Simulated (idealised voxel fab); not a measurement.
process module | voxel self aligned vias
cross-section cut | 155 nm wide | cells 5 nm
A cross-section is a grid of square cells, given in bands from the top down. A band is one or more rows of cells.
Each band's line starts with the height of the band's top and of its bottom, in nm. Then come its materials from left to right, each with its width in nm. One material with "throughout" fills the band from edge to edge. "air" is empty space.
Height 0 is the level under which the wafer as received is all one material. The lowest band goes on downwards, as in "0 down".
A width such as "30 to 40" changes by the same amount from each row of cells to the next, from the band's top row to its bottom row.
"no change" after a step means that no cell of the cross-section changed.
closed voids: empty space of 8 cells or more with no open way to the top, each as width x height at its distance from the left edge, in nm
after a step's settings: what the simulator itself notes on the step
overlay nm, on a step with a mask: how far to the right of its planned place the mask lay; to the left if negative
plan
1 op RECEIVE | material Si
2 op CONFORMAL_DEP | material SiO2 | thk nm 10
3 op CONFORMAL_DEP | material SiCN | thk nm 5
4 op DIRECTIONAL_DEP | material lowk | thk nm 25
5 op MASKED_ETCH | tone open | mask id LINES | width nm 20 | pitch nm 45 | etch materials lowk | depth nm 25 | overlay nm 0
6 op CONFORMAL_DEP | material TiN | thk nm 5
7 op FILL_DEP | material W | thk nm 5
8 op CMP | height nm 40
9 op SELECTIVE_ETCH | etch materials W Ru TiN | depth nm 5
10 op FILL_DEP | material SiN | thk nm 10
11 op CMP | height nm 40
12 op DIRECTIONAL_DEP | material lowk | thk nm 20
13 op PATTERN | tone open | mask id VIAS | material resist | width nm 30 | pitch nm 45 | thk nm 15 | overlay nm 0
14 op DIRECTIONAL_ETCH | etch materials lowk | depth nm 20
15 op DIRECTIONAL_ETCH | etch materials SiN | depth nm 5
16 op STRIP | etch materials resist
17 op CONFORMAL_DEP | material TiN | thk nm 5
18 op FILL_DEP | material W | thk nm 10
19 op CMP | height nm 60
20 op CONFORMAL_DEP | material SiN | thk nm 5
as received, after step 1
  0 down: Si throughout
  closed voids: none
a wafer at the end: this start, this plan, one mistake
  65 to 60: SiN throughout
  60 to 40: lowk 15 | TiN 5 | W 20 | TiN 5 | lowk 15 | TiN 5 | W 20 | TiN 5 | lowk 15 | TiN 5 | W 20 | TiN 5 | lowk 20
  40 to 35: lowk 15 | TiN 30 | lowk 15 | TiN 30 | lowk 15 | TiN 30 | lowk 20
  35 to 20: lowk 15 | TiN 10 | W 10 | TiN 10 | lowk 15 | TiN 10 | W 10 | TiN 10 | lowk 15 | TiN 10 | W 10 | TiN 10 | lowk 20
  20 to 15: lowk 20 | TiN 20 | lowk 25 | TiN 20 | lowk 25 | TiN 20 | lowk 25
  15 to 10: SiCN throughout
  10 to 0: SiO2 throughout
  0 down: Si throughout
  closed voids: none
what went wrong: step 14 was run twice
